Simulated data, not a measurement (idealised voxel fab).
Process module under the name voxel gate over fins
This is section cut - it's 200 nm across, gridded in 5 nm square cells.
Cross-section, as written here: a square-cell grid given band by band from the top down, where a band holds one or more rows of cells. First you get the band's top height and its bottom height, in nm, and then the materials it's made of, left to right, with each width in nm. If you see a single material with "throughout", that one covers the band edge to edge. "blank" is empty space. Heights from 0 (as-received wafer is one material below). Bottom band endless downward, as "from 0 down". The expression "30->40" gives the width at the extremes of the band, the first number at its top row of cells and the second at its bottom row, with the width changing by equal amounts from each row to the next in between. Key: "remained the same" - step with no changed cell in the cross-section. You'll see "Enclosed cavity list" listing empty spaces that have no way open to the top, as long as they're 8 cells or more; the notation is width x height at distance, where the distance is from the left edge, and all of it is in nm. Where a step's line continues beyond its settings, the continuation is a remark by the simulator itself on that step. The "overlay nm" setting may appear on a step's line; for a step that uses a mask, it gives how far to the right of its planned position the mask lay, and a negative value indicates the left.
-- Planned process steps
step 1: RECEIVE, material Si
step 2: CONFORMAL_DEP, material SiN, thk nm 10
step 3: DIRECTIONAL_DEP, material aC, thk nm 15
step 4: PATTERN, tone cover, mask id FINS, material resist, width nm 15, pitch nm 40, thk nm 35, overlay nm 0
step 5: DIRECTIONAL_ETCH, etch materials aC, depth nm 15
step 6: STRIP, etch materials resist
step 7: DIRECTIONAL_ETCH, etch materials SiN, depth nm 10
step 8: DIRECTIONAL_ETCH, etch materials Si, depth nm 35
step 9: STRIP, etch materials aC
step 10: OXIDIZE, depth nm 5
step 11: FILL_DEP, material SiO2, thk nm 15
step 12: CMP, height nm 10
step 13: SELECTIVE_ETCH, etch materials SiO2, depth nm 25
step 14: STRIP, etch materials SiN
step 15: CONFORMAL_DEP, material HfO2, thk nm 5
step 16: CONFORMAL_DEP, material TiN, thk nm 5
step 17: CONFORMAL_DEP, material TiAl, thk nm 5
step 18: CONFORMAL_DEP, material TiN, thk nm 5
step 19: FILL_DEP, material W, thk nm 10
step 20: CMP, height nm 25
step 21: CONFORMAL_DEP, material SiCN, thk nm 5
The wafers in this document start out alike and differ in the thk nm applied at step 21; the plan shows the value used for the first wafer.
-- Cross-section of the first of several received wafers, showing its state after step 1
* from 0 down | Si throughout
* Enclosed cavity list: none
-- End-of-module cross-section, first of several wafers, after last step 21
* from 30 to 25 | SiCN throughout
* from 25 to 20 | W throughout
* from 20 to 15 | W 35; TiN 125; W 40
* from 15 to 10 | W 35; TiN 5; TiAl 35; TiN 5; TiAl 35; TiN 5; TiAl 35; TiN 5; W 40
* from 10 to 5 | W 35; TiN 5; TiAl 5; TiN 25; TiAl 5; TiN 5; TiAl 5; TiN 25; TiAl 5; TiN 5; TiAl 5; TiN 25; TiAl 5; TiN 5; W 40
* from 5 to 0 | TiN 40; TiAl 5; TiN 5; HfO2 15; TiN 5; TiAl 5; TiN 5; TiAl 5; TiN 5; HfO2 15; TiN 5; TiAl 5; TiN 5; TiAl 5; TiN 5; HfO2 15; TiN 5; TiAl 5; TiN 45
* from 0 to -5 | TiAl 45; TiN 5; HfO2 5; Si 5; HfO2 5; TiN 5; TiAl 15; TiN 5; HfO2 5; Si 5; HfO2 5; TiN 5; TiAl 15; TiN 5; HfO2 5; Si 5; HfO2 5; TiN 5; TiAl 50
* from -5 to -10 | TiN 50; HfO2 5; Si 5; HfO2 5; TiN 25; HfO2 5; Si 5; HfO2 5; TiN 25; HfO2 5; Si 5; HfO2 5; TiN 55
* from -10 to -15 | HfO2 55; Si 5; HfO2 35; Si 5; HfO2 35; Si 5; HfO2 60
* from -15 to -40 | SiO2 55; Si 5; SiO2 35; Si 5; SiO2 35; Si 5; SiO2 60
* from -40 down | Si throughout
* Enclosed cavity list: none
-- At the end of the module, the last of several wafers in cross-section
* from 45 to 25 | SiCN throughout
* from 25 to 20 | W throughout
* from 20 to 15 | W 35; TiN 125; W 40
* from 15 to 10 | W 35; TiN 5; TiAl 35; TiN 5; TiAl 35; TiN 5; TiAl 35; TiN 5; W 40
* from 10 to 5 | W 35; TiN 5; TiAl 5; TiN 25; TiAl 5; TiN 5; TiAl 5; TiN 25; TiAl 5; TiN 5; TiAl 5; TiN 25; TiAl 5; TiN 5; W 40
* from 5 to 0 | TiN 40; TiAl 5; TiN 5; HfO2 15; TiN 5; TiAl 5; TiN 5; TiAl 5; TiN 5; HfO2 15; TiN 5; TiAl 5; TiN 5; TiAl 5; TiN 5; HfO2 15; TiN 5; TiAl 5; TiN 45
* from 0 to -5 | TiAl 45; TiN 5; HfO2 5; Si 5; HfO2 5; TiN 5; TiAl 15; TiN 5; HfO2 5; Si 5; HfO2 5; TiN 5; TiAl 15; TiN 5; HfO2 5; Si 5; HfO2 5; TiN 5; TiAl 50
* from -5 to -10 | TiN 50; HfO2 5; Si 5; HfO2 5; TiN 25; HfO2 5; Si 5; HfO2 5; TiN 25; HfO2 5; Si 5; HfO2 5; TiN 55
* from -10 to -15 | HfO2 55; Si 5; HfO2 35; Si 5; HfO2 35; Si 5; HfO2 60
* from -15 to -40 | SiO2 55; Si 5; SiO2 35; Si 5; SiO2 35; Si 5; SiO2 60
* from -40 down | Si throughout
* Enclosed cavity list: none
-- Wafer rows, end of module: cells per material gained (+) or lost (-) since receipt; closed voids last
thk nm 5; +58 HfO2; -296 Si; +40 SiCN; +185 SiO2; +58 TiAl; +110 TiN; +85 W; Enclosed cavity list: none
thk nm 10; +58 HfO2; -296 Si; +80 SiCN; +185 SiO2; +58 TiAl; +110 TiN; +85 W; Enclosed cavity list: none
thk nm 15; +58 HfO2; -296 Si; +120 SiCN; +185 SiO2; +58 TiAl; +110 TiN; +85 W; Enclosed cavity list: none
thk nm 20; +58 HfO2; -296 Si; +160 SiCN; +185 SiO2; +58 TiAl; +110 TiN; +85 W; Enclosed cavity list: none
